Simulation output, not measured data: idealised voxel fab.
A process module follows: voxel self aligned contacts.
In the cross-section labelled cut, the width is 295 nm and each square cell is 5 nm.
In this document a cross-section is written as a grid of square cells. It is given as a series of bands, listed from the top down, and a band is one or more rows of cells. The band entry comprises the height of the band's top followed by the height of its bottom, expressed in nm, and subsequently the band's materials from left to right, each stated together with its width in nm. Where a single material is marked with the word "edge to edge", that material fills the band from edge to edge. The word "empty" represents empty space. Height 0 is the level under which the wafer as received is all one material. The lowest band goes on downwards, as in "0 nm and below". Read "30..40" as a graded width: first number on top, second number at the bottom, same change between each pair of neighbouring rows. "stayed the same" -> step changed no cross-section cell. "Sealed internal voids" - sealed voids, min. 8 cells, no opening to top; format: width x height at distance (distance from left edge; nm throughout). On each step's line, the part that comes after the settings is the simulator's own comment on the step. overlay nm: where the mask lay relative to plan, measured to the right, on steps with a mask; negatives go left.
### So here's the lineup of process steps we planned
1 RECEIVE [material Si]
2 CONFORMAL_DEP [material SiO2] [thk nm 5]
3 DIRECTIONAL_DEP [material polySi] [thk nm 20]
4 DIRECTIONAL_DEP [material SiN] [thk nm 20]
5 DIRECTIONAL_DEP [material aC] [thk nm 10]
6 PATTERN [tone cover] [mask id GATE] [material resist] [width nm 30] [pitch nm 75] [thk nm 25] [overlay nm 0]
7 DIRECTIONAL_ETCH [etch materials aC] [depth nm 10]
8 STRIP [etch materials resist]
9 DIRECTIONAL_ETCH [etch materials SiN] [depth nm 20]
10 DIRECTIONAL_ETCH [etch materials polySi] [depth nm 20]
11 STRIP [etch materials aC]
12 CONFORMAL_DEP [material SiN] [thk nm 10]
13 DIRECTIONAL_ETCH [etch materials SiN] [depth nm 10]
14 FILL_DEP [material SiO2] [thk nm 20]
15 CMP [height nm 55]
16 DIRECTIONAL_DEP [material aC] [thk nm 15]
17 PATTERN [tone open] [mask id CONTACT] [material resist] [width nm 55] [thk nm 30] [overlay nm 0]
18 DIRECTIONAL_ETCH [etch materials aC] [depth nm 15]
19 STRIP [etch materials resist]
20 DIRECTIONAL_ETCH [etch materials SiO2] [depth nm 55]
21 STRIP [etch materials aC]
22 CONFORMAL_DEP [material TiN] [thk nm 5]
23 FILL_DEP [material W] [thk nm 5]
24 CMP [height nm 55]
25 CONFORMAL_DEP [material SiN] [thk nm 5]
### As received (post step 1): cross-section
	0 nm and below = Si edge to edge
	Sealed internal voids: none
### Post-module cross-section of the first of two wafers (run per plan)
	60 nm to 55 nm = SiN edge to edge
	55 nm to 45 nm = 120 nm SiO2 | 5..20 nm TiN | 45..15 nm W | 5..20 nm TiN | 120 nm SiO2
	45 nm to 25 nm = 85 nm SiO2 | 50 nm SiN | 5 nm TiN | 15 nm W | 5 nm TiN | 50 nm SiN | 85 nm SiO2
	25 nm to 5 nm = 85 nm SiO2 | 10 nm SiN | 30 nm polySi | 10 nm SiN | 5 nm TiN | 15 nm W | 5 nm TiN | 10 nm SiN | 30 nm polySi | 10 nm SiN | 85 nm SiO2
	5 nm to 0 nm = 135 nm SiO2 | 25 nm TiN | 135 nm SiO2
	0 nm and below = Si edge to edge
	Sealed internal voids: none
### Presented here is a cross-section of the second of the two wafers as it stood at the end of the module. It was started in the same manner and assigned the same plan as the first wafer; however, one mistake was made in its execution
	60 nm to 55 nm = SiN edge to edge
	55 nm to 45 nm = 120 nm SiO2 | 5..20 nm TiN | 45..15 nm W | 5..20 nm TiN | 120 nm SiO2
	45 nm to 30 nm = 85 nm SiO2 | 10 nm SiN | 30 nm polySi | 10 nm SiN | 5 nm TiN | 15 nm W | 5 nm TiN | 10 nm SiN | 30 nm polySi | 10 nm SiN | 85 nm SiO2
	30 nm to 25 nm = 85 nm SiO2 | 10 nm SiN | 30 nm polySi | 10 nm SiN | 25 nm TiN | 10 nm SiN | 30 nm polySi | 10 nm SiN | 85 nm SiO2
	25 nm to 5 nm = SiN edge to edge
	5 nm to 0 nm = SiO2 edge to edge
	0 nm and below = Si edge to edge
	Sealed internal voids: none
In executing the process, a mistake was made relative to the plan: sequence error: steps 3 and 4 interchanged
Once processing is complete, comparing cell counts shows that the second wafer has more or fewer of certain materials than the first: +156 SiN, -131 SiO2, -10 TiN, -15 W
